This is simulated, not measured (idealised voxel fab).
The following is a process module called voxel released beams.
In the cross-section labelled cut, the width is 220 nm and each square cell is 5 nm.
Notation: cross-section as square-cell grid; stated in bands, top first, going down; one or more cell rows per band.
Within each band entry, the heights of the top and of the bottom of the band appear first, in that order and in nm; the materials of the band then follow from left to right, each with its corresponding width in nm. The designation "edge to edge" on a single material indicates that it fills the band from edge to edge; the designation "air" indicates empty space.
Heights from 0 (as-received wafer is one material below). Bottom band endless downward, as "0 -> down".
Width spec "30 to 40" -> top row of cells at first value, bottom row at second value, equal per-row change in between.
Any step labelled "remains unaltered" changed none of the cells in the cross-section.
The entry "Unvented cavities" lists the empty spaces that cover at least 8 cells and have no open path to the top. Each is written as width x height at distance, where the distance is measured from the left edge and all three values are in nm.
On a step's line, text after the settings is the simulator commenting on that step.
overlay nm: right-of-plan distance of the mask on a masked step; negative values mean left-of-plan.
## plan
1 op RECEIVE | material Si
2 op CONFORMAL_DEP | material SiN | thk nm 5
3 op DIRECTIONAL_DEP | material SiO2 | thk nm 15
4 op DIRECTIONAL_DEP | material aC | thk nm 15
5 op PATTERN | tone open | mask id ANCHOR | material resist | width nm 30 | thk nm 30 | overlay nm 0
6 op DIRECTIONAL_ETCH | etch materials aC | depth nm 15
7 op STRIP | etch materials resist
8 op DIRECTIONAL_ETCH | etch materials SiO2 | depth nm 15
9 op STRIP | etch materials aC
10 op CONFORMAL_DEP | material W | thk nm 10
11 op DIRECTIONAL_DEP | material aC | thk nm 10
12 op PATTERN | tone cover | mask id BEAM | material resist | width nm 105 | thk nm 25 | overlay nm 0
13 op DIRECTIONAL_ETCH | etch materials aC | depth nm 10
14 op STRIP | etch materials resist
15 op DIRECTIONAL_ETCH | etch materials W | depth nm 10
16 op STRIP | etch materials aC
17 op STRIP | etch materials SiO2
## As-received wafer cross-section (after step 1)
0 -> down = Si edge to edge
Unvented cavities: none
## The first of the two wafers as seen in cross-section once the module was finished; processing followed the plan
30 -> 20 = 55 air / 15 W / 10 air / 80 W / 60 air
20 -> 15 = 60 air / 10 W / 10 air / 10 W / 130 air
15 -> 5 = 60 air / 30 W / 130 air
5 -> 0 = SiN edge to edge
0 -> down = Si edge to edge
Unvented cavities: none
## Wafer two cross-section, module end. Start and plan unchanged from wafer one; one mistake made during the run
30 -> 20 = 65 air / 5 W / 10 air / 90 W / 50 air
20 -> 15 = 60 air / 10 W / 10 air / 10 W / 130 air
15 -> 5 = 60 air / 30 W / 130 air
5 -> 0 = SiN edge to edge
0 -> down = Si edge to edge
Unvented cavities: none
Error vs. plan: contrary to plan, step 12 was performed as op PATTERN | tone cover | mask id BEAM | material resist | width nm 105 | thk nm 25 | overlay nm 10
Same inventory, different map: at the end, the second wafer holds as many cells of each material as the first, placed elsewhere.
